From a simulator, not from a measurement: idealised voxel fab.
A process module follows: voxel trench capacitor.
The width of the displayed cross-section, cut, is 225 nm; its cells are square, with a size of 5 nm.
Bands, listed from the top down, are how a cross-section gets written in this document; the cross-section itself is a grid of square cells, and a band is one or more rows of them.
Basically the band line says how high the top is and how high the bottom is, in nm, and then what's in it from left to right, every material with its width in nm. Empty space shows up as "blank", and if a single material carries "edge to edge" it runs the full band edge to edge.
Height is counted from the level 0, under which the received wafer is composed throughout of one material. The lowest of the bands is not closed at the bottom but continues downward, in the notation "0..down".
Per-row width for "30..40": begins at first number (top row of band), ends at second number (bottom row), increment between rows held constant.
You'll sometimes find "all unchanged" written for a step, and that's the way of saying that nowhere in the cross-section did a cell change during that step.
Entry "Closed void catalog" = empty spaces >= 8 cells with no open way to the top; each as width x height at distance, distance from left edge, all nm.
If you see something after the settings on a step's line, that's the simulator's own remark about that step.
overlay nm: on a step with a mask, how far right of its planned place the mask lay; negative means left.
Steps planned for the process
1,RECEIVE | material Si
2,CONFORMAL_DEP | material SiN | thk nm 10
3,MASKED_ETCH | tone open | mask id TRENCH | width nm 20 | pitch nm 45 | etch materials SiN | depth nm 10 | overlay nm 0
4,MASKED_ETCH | tone open | mask id TRENCH | width nm 20 | pitch nm 45 | etch materials Si | depth nm 25 | overlay nm 0
5,CONFORMAL_DEP | material SiO2 | thk nm 5
6,FILL_DEP | material polySi | thk nm 5
7,CMP | height nm 10
Cross-section of the wafer at receipt, which is the condition after step 1
- 0..down | Si edge to edge
- Closed void catalog: none
First wafer at the end, as planned
- 10..0 | SiN=55; SiO2=5; polySi=10; SiO2=5; SiN=25; SiO2=5; polySi=10; SiO2=5; SiN=25; SiO2=5; polySi=10; SiO2=5; SiN=60
- 0..-20 | Si=55; SiO2=5; polySi=10; SiO2=5; Si=25; SiO2=5; polySi=10; SiO2=5; Si=25; SiO2=5; polySi=10; SiO2=5; Si=60
- -20..-25 | Si=55; SiO2=20; Si=25; SiO2=20; Si=25; SiO2=20; Si=60
- -25..down | Si edge to edge
- Closed void catalog: none
End-of-module cross-section of the second wafer: identical starting point and process plan to the first, with one processing mistake
- 10..5 | polySi=50; SiO2=5; SiN=20; SiO2=5; polySi=15; SiO2=5; SiN=20; SiO2=5; polySi=15; SiO2=5; SiN=20; SiO2=5; polySi=55
- 5..0 | SiO2=55; SiN=20; SiO2=25; SiN=20; SiO2=25; SiN=20; SiO2=60
- 0..down | Si edge to edge
- Closed void catalog: none
Heads up, the wafer didn't run the way we planned it: step 3 was not run as planned; what actually ran was MASKED_ETCH | tone cover | mask id TRENCH | width nm 20 | pitch nm 45 | etch materials SiN | depth nm 10 | overlay nm 0
Cell-count delta at end, second wafer over first, by material: 60 more of Si, 42 fewer of SiN, 9 fewer of SiO2, 9 fewer of polySi
